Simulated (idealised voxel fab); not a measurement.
You're looking at the process module voxel fin reveal.
Section cut is 260 nm wide and gridded with 5 nm square cells.
A cross-section is written here as square cells arranged in a grid, and it is given in bands from the top down, each band taking up one or more rows of cells.
Basically the band line says how high the top is and how high the bottom is, in nm, and then what's in it from left to right, every material with its width in nm. Empty space shows up as "blank", and if a single material carries "everywhere" it runs the full band edge to edge.
Where do heights start? At 0: under that level the wafer as delivered is made of one material only. And the lowest band has no floor; it just carries on downward, as in "top 0, no bottom".
The two numbers in a width such as "30..40" mark its ends across the band: the first belongs to the top row of cells, the second to the bottom row, and from each row to the next the width moves by the same amount.
Reading "nothing different" for a step: not a cell of the cross-section changed in it.
"Closed voids list": sealed empty spaces, 8 cells or more, no open way to top, listed width x height at distance, with distance from the left edge and width, height and distance in nm.
The remark found on a step's line after its settings is issued by the simulator itself and pertains to that step.
A step line may carry the setting "overlay nm", which, for steps involving a mask, states the distance by which the mask lay to the right of its intended position; negative values denote displacement to the left.

## These are the steps we planned for the process
1 RECEIVE with material Si
2 CONFORMAL_DEP with material SiN, thk nm 10
3 PATTERN with tone cover, mask id FINS, material resist, width nm 15, pitch nm 35, thk nm 20, overlay nm 0
4 DIRECTIONAL_ETCH with etch materials SiN, depth nm 10
5 DIRECTIONAL_ETCH with etch materials Si, depth nm 30
6 STRIP with etch materials resist
7 OXIDIZE with depth nm 5
8 FILL_DEP with material SiO2, thk nm 10
9 CMP with height nm 10
10 SELECTIVE_ETCH with etch materials SiO2, depth nm 25
11 STRIP with etch materials SiN

## Wafer as received: cross-section following step 1
- top 0, no bottom  Si everywhere
- Closed voids list: none

## Final wafer profile in cross-section after the module, from the same start and plan as above, with one mistake made during processing
- top 0, bottom -15  75 of blank; 5 of Si; 30 of blank; 5 of Si; 30 of blank; 5 of Si; 30 of blank; 5 of Si; 75 of blank
- top -15, bottom -25  75 of SiO2; 5 of Si; 30 of SiO2; 5 of Si; 30 of SiO2; 5 of Si; 30 of SiO2; 5 of Si; 75 of SiO2
- top -25, no bottom  Si everywhere
- Closed voids list: none
Diagnosis: step 5 did not happen as planned, as run it was DIRECTIONAL_ETCH with etch materials Si, depth nm 20
